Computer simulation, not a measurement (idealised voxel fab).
Process module in this document: voxel local oxidation
Each square cell in cross-section cut measures 5 nm, and the section as a whole is 300 nm wide.
A cross-section in this document is a grid of square cells, and it is written down as bands, the top band listed before the ones below it; a band is made up of one or more rows of cells. What a band's entry tells you: where the top is and where the bottom is, as heights in nm, and after that what lies inside, material by material from left to right, each with its width in nm. Empty space is written as the word "air", and a single material marked with the word "everywhere" occupies the band from edge to edge. The reference from which all heights are counted is 0, the level beneath which the as-received wafer is entirely one material; the lowest band, having no lower bound, proceeds downward and is written after the example "0 nm and below". The expression "30->40" gives the width at the extremes of the band, the first number at its top row of cells and the second at its bottom row, with the width changing by equal amounts from each row to the next in between. "no modifications" after a step means that no cell of the cross-section changed. Basically, "Enclosed void inventory" tells you about the enclosed voids: empty spaces with no open way to the top, 8 cells or bigger, each written width x height at distance, where distance is from the left edge, all in nm. Text after the settings on a step's line: the simulator's own remark on that step. Each step line may optionally specify "overlay nm", which for a step with a mask gives the rightward distance between the mask's planned place and where it lay, a negative value indicating the leftward direction.
[plan]
1,RECEIVE [material Si]
2,CONFORMAL_DEP [material SiO2] [thk nm 5]
3,CONFORMAL_DEP [material SiN] [thk nm 15]
4,PATTERN [tone cover] [mask id ACTIVE] [material resist] [width nm 100] [thk nm 15] [overlay nm 0]
5,DIRECTIONAL_ETCH [etch materials SiN] [depth nm 15]
6,STRIP [etch materials resist]
7,SELECTIVE_ETCH [etch materials SiO2] [depth nm 5]
8,OXIDIZE [depth nm 10]
9,STRIP [etch materials SiN]
[Cross-section of the wafer upon arrival, representing the state reached after step 1]
  0 nm and below | Si everywhere
  Enclosed void inventory: none
[This is how the wafer looks in cross-section once the module is done, given the starting state and plan above and one mistake in carrying the plan out]
  5 nm to 0 nm | 100 of air, 100 of SiO2, 100 of air
  0 nm to -10 nm | 110 of SiO2, 80 of Si, 110 of SiO2
  -10 nm and below | Si everywhere
  Enclosed void inventory: none
In executing the process, a mistake was made relative to the plan: step 4 deviated from plan and actually ran as PATTERN [tone cover] [mask id ACTIVE] [material resist] [width nm 110] [thk nm 15] [overlay nm 0]
